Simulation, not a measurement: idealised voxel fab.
process module | voxel capacitor over wiring
cross-section cut | 285 nm wide | cells 5 nm
A cross-section is a grid of square cells, given in bands from the top down. A band is one or more rows of cells.
Each band's line starts with the height of the band's top and of its bottom, in nm. Then come its materials from left to right, each with its width in nm. One material with "throughout" fills the band from edge to edge. "air" is empty space.
Height 0 is the level under which the wafer as received is all one material. The lowest band goes on downwards, as in "0 down".
A width such as "30 to 40" changes by the same amount from each row of cells to the next, from the band's top row to its bottom row.
"no change" after a step means that no cell of the cross-section changed.
closed voids: empty space of 8 cells or more with no open way to the top, each as width x height at its distance from the left edge, in nm
after a step's settings: what the simulator itself notes on the step
overlay nm, on a step with a mask: how far to the right of its planned place the mask lay; to the left if negative
plan
1 op RECEIVE | material Si
2 op CONFORMAL_DEP | material SiO2 | thk nm 10
3 op CONFORMAL_DEP | material SiN | thk nm 5
4 op DIRECTIONAL_DEP | material SiO2 | thk nm 20
5 op MASKED_ETCH | tone open | mask id METAL_1 | width nm 30 | pitch nm 90 | etch materials SiO2 | depth nm 20 | overlay nm 0
6 op MASKED_ETCH | tone open | mask id METAL_1 | width nm 30 | pitch nm 90 | etch materials SiN | depth nm 5 | overlay nm 0
7 op CONFORMAL_DEP | material TiN | thk nm 5
8 op FILL_DEP | material W | thk nm 5
9 op CMP | height nm 30
10 op CONFORMAL_DEP | material SiCN | thk nm 5
11 op DIRECTIONAL_DEP | material SiO2 | thk nm 15
12 op PATTERN | tone open | mask id PLUG_1 | material resist | width nm 15 | thk nm 15 | overlay nm 0
13 op DIRECTIONAL_ETCH | etch materials SiO2 | depth nm 15
14 op DIRECTIONAL_ETCH | etch materials SiCN | depth nm 5
15 op STRIP | etch materials resist
16 op EPI | material Ru | thk nm 10
17 op EPI | material Ru | thk nm 10
18 op DIRECTIONAL_DEP | material TiN | thk nm 10
19 op DIRECTIONAL_DEP | material SiN | thk nm 5
20 op DIRECTIONAL_DEP | material TiN | thk nm 5
21 op DIRECTIONAL_DEP | material aC | thk nm 15
22 op PATTERN | tone cover | mask id UPPER_PLATE | material resist | width nm 65 | thk nm 30 | overlay nm 0
23 op DIRECTIONAL_ETCH | etch materials aC | depth nm 15
24 op STRIP | etch materials resist
25 op DIRECTIONAL_ETCH | etch materials TiN | depth nm 5
26 op DIRECTIONAL_ETCH | etch materials SiN | depth nm 5
27 op STRIP | etch materials aC
28 op DIRECTIONAL_DEP | material aC | thk nm 15
29 op PATTERN | tone cover | mask id LOWER_PLATE | material resist | width nm 75 | thk nm 35 | overlay nm 0
30 op DIRECTIONAL_ETCH | etch materials aC | depth nm 15
31 op STRIP | etch materials resist
32 op DIRECTIONAL_ETCH | etch materials TiN | depth nm 10
33 op STRIP | etch materials aC
34 op FILL_DEP | material SiO2 | thk nm 15
35 op CMP | height nm 85
36 op DIRECTIONAL_DEP | material aC | thk nm 15
37 op PATTERN | tone open | mask id PLUG_2 | material resist | width nm 15 | thk nm 35 | overlay nm 0
38 op DIRECTIONAL_ETCH | etch materials aC | depth nm 15
39 op STRIP | etch materials resist
40 op DIRECTIONAL_ETCH | etch materials SiO2 | depth nm 10
41 op STRIP | etch materials aC
42 op CONFORMAL_DEP | material TiN | thk nm 5
43 op FILL_DEP | material Ru | thk nm 5
44 op CMP | height nm 85
45 op CONFORMAL_DEP | material SiN | thk nm 5
varied across the wafers: height nm of step 9. The plan shows the first wafer's value. All wafers start alike
first wafer as received, after step 1
  0 down: Si throughout
  closed voids: none
each wafer at the end: cells of each material gained (+) or lost (-) since it was received, then its closed voids
height nm 30 | +13 Ru | +54 SiCN | +115 SiN | +748 SiO2 | +72 TiN | +24 W | closed voids: none
height nm 35 | +13 Ru | +54 SiCN | +115 SiN | +736 SiO2 | +76 TiN | +32 W | closed voids: none
height nm 40 | +12 Ru | +54 SiCN | +115 SiN | +682 SiO2 | +123 TiN | +40 W | closed voids: none
height nm 45 | +12 Ru | +54 SiCN | +115 SiN | +628 SiO2 | +120 TiN | +97 W | closed voids: none
